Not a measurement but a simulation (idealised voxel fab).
Presented below is a process module, voxel capacitor over wiring.
Section cut is 260 nm wide and gridded with 5 nm square cells.
How to read a cross-section here: the picture is a grid of square cells, written as bands going from the top down, and any band can span one or more rows of cells.
Band entry format. Leading values: height of top, height of bottom, nm. Remainder: materials in left-to-right order, each with its width in nm. Special words: "edge to edge" on a single material, which then fills the band edge to edge; "blank", empty space.
The level at which height equals 0 is the one under which the wafer, as it arrives, is entirely one material. No lower edge exists for the bottom band, which continues downward and is notated as in "0 down".
A width given as "30..40" starts at the first number in the band's top row and ends at the second number in its bottom row, shifting by an equal amount at every step from row to row.
The cross-section has no changed cell in any step marked "left unchanged".
Listed in "Closed internal cavities": every empty space of 8 or more cells without an open way to the top. Form: width x height at distance, the distance being from the left edge, all in nm.
Step line, after settings: the simulator's comment on this step.
A step's line can hold "overlay nm"; with a mask on that step, the setting says how far right of the planned place the mask lay, while a negative setting says it lay to the left.
Steps in the process plan:
| 1 | RECEIVE with material Si |
| 2 | CONFORMAL_DEP with material SiO2, thk nm 15 |
| 3 | CONFORMAL_DEP with material SiCN, thk nm 5 |
| 4 | DIRECTIONAL_DEP with material lowk, thk nm 25 |
| 5 | DIRECTIONAL_DEP with material aC, thk nm 10 |
| 6 | PATTERN with tone open, mask id METAL_1, material resist, width nm 20, pitch nm 80, thk nm 30, overlay nm 0 |
| 7 | DIRECTIONAL_ETCH with etch materials aC, depth nm 10 |
| 8 | STRIP with etch materials resist |
| 9 | DIRECTIONAL_ETCH with etch materials lowk, depth nm 25 |
| 10 | DIRECTIONAL_ETCH with etch materials SiCN, depth nm 5 |
| 11 | STRIP with etch materials aC |
| 12 | CONFORMAL_DEP with material TiN, thk nm 5 |
| 13 | FILL_DEP with material Ru, thk nm 5 |
| 14 | CMP with height nm 35 |
| 15 | EPI with material Ru, thk nm 5 |
| 16 | FILL_DEP with material SiCN, thk nm 5 |
| 17 | DIRECTIONAL_DEP with material SiO2, thk nm 20 |
| 18 | MASKED_ETCH with tone open, mask id PLUG_1, width nm 15, etch materials SiO2, depth nm 20, overlay nm 0 |
| 19 | MASKED_ETCH with tone open, mask id PLUG_1, width nm 15, etch materials SiCN, depth nm 5, overlay nm 0 |
| 20 | CONFORMAL_DEP with material TiN, thk nm 5 |
| 21 | FILL_DEP with material W, thk nm 10 |
| 22 | CMP with height nm 75 |
| 23 | DIRECTIONAL_DEP with material TiN, thk nm 5 |
| 24 | DIRECTIONAL_DEP with material Al2O3, thk nm 5 |
| 25 | DIRECTIONAL_DEP with material TiN, thk nm 10 |
| 26 | PATTERN with tone cover, mask id UPPER_PLATE, material resist, width nm 65, thk nm 15, overlay nm 0 |
| 27 | DIRECTIONAL_ETCH with etch materials TiN, depth nm 10 |
| 28 | DIRECTIONAL_ETCH with etch materials Al2O3, depth nm 5 |
| 29 | STRIP with etch materials resist |
| 30 | PATTERN with tone cover, mask id LOWER_PLATE, material resist, width nm 75, thk nm 15, overlay nm 0 |
| 31 | DIRECTIONAL_ETCH with etch materials TiN, depth nm 5 |
| 32 | STRIP with etch materials resist |
| 33 | FILL_DEP with material SiO2, thk nm 20 |
| 34 | CMP with height nm 110 |
| 35 | PATTERN with tone open, mask id PLUG_2, material resist, width nm 15, thk nm 15, overlay nm 0 |
| 36 | DIRECTIONAL_ETCH with etch materials SiO2, depth nm 15 |
| 37 | STRIP with etch materials resist |
| 38 | CONFORMAL_DEP with material TiN, thk nm 5 |
| 39 | FILL_DEP with material Ru, thk nm 10 |
| 40 | CMP with height nm 110 |
| 41 | CONFORMAL_DEP with material SiCN, thk nm 5 |
For clarity, it should be stated that the wafers under discussion commence in an identical condition and differ with respect to the height nm of step 14, the plan indicating the value that the first wafer had.
Cross-section of the first of several wafers on receipt, reflecting completion of step 1:
    0 down = Si edge to edge
    Closed internal cavities: none
Every row in this table is a wafer at the end of the module, and it gives, for each of the materials, the cells that wafer has gained (+) or lost (-) since it was received, then its closed voids:
height nm 35 | +13 Al2O3 | +26 Ru | +185 SiCN | +653 SiO2 | +130 TiN | +57 W | +132 lowk | Closed internal cavities: none
height nm 40 | +13 Al2O3 | +30 Ru | +185 SiCN | +653 SiO2 | +134 TiN | +5 W | +176 lowk | Closed internal cavities: none
height nm 45 | +13 Al2O3 | +34 Ru | +185 SiCN | +653 SiO2 | +87 TiN | +4 W | +220 lowk | Closed internal cavities: none
height nm 50 | +13 Al2O3 | +78 Ru | +145 SiCN | +604 SiO2 | +133 TiN | +3 W | +220 lowk | Closed internal cavities: none
height nm 55 | +13 Al2O3 | +130 Ru | +145 SiCN | +555 SiO2 | +131 TiN | +2 W | +220 lowk | Closed internal cavities: none
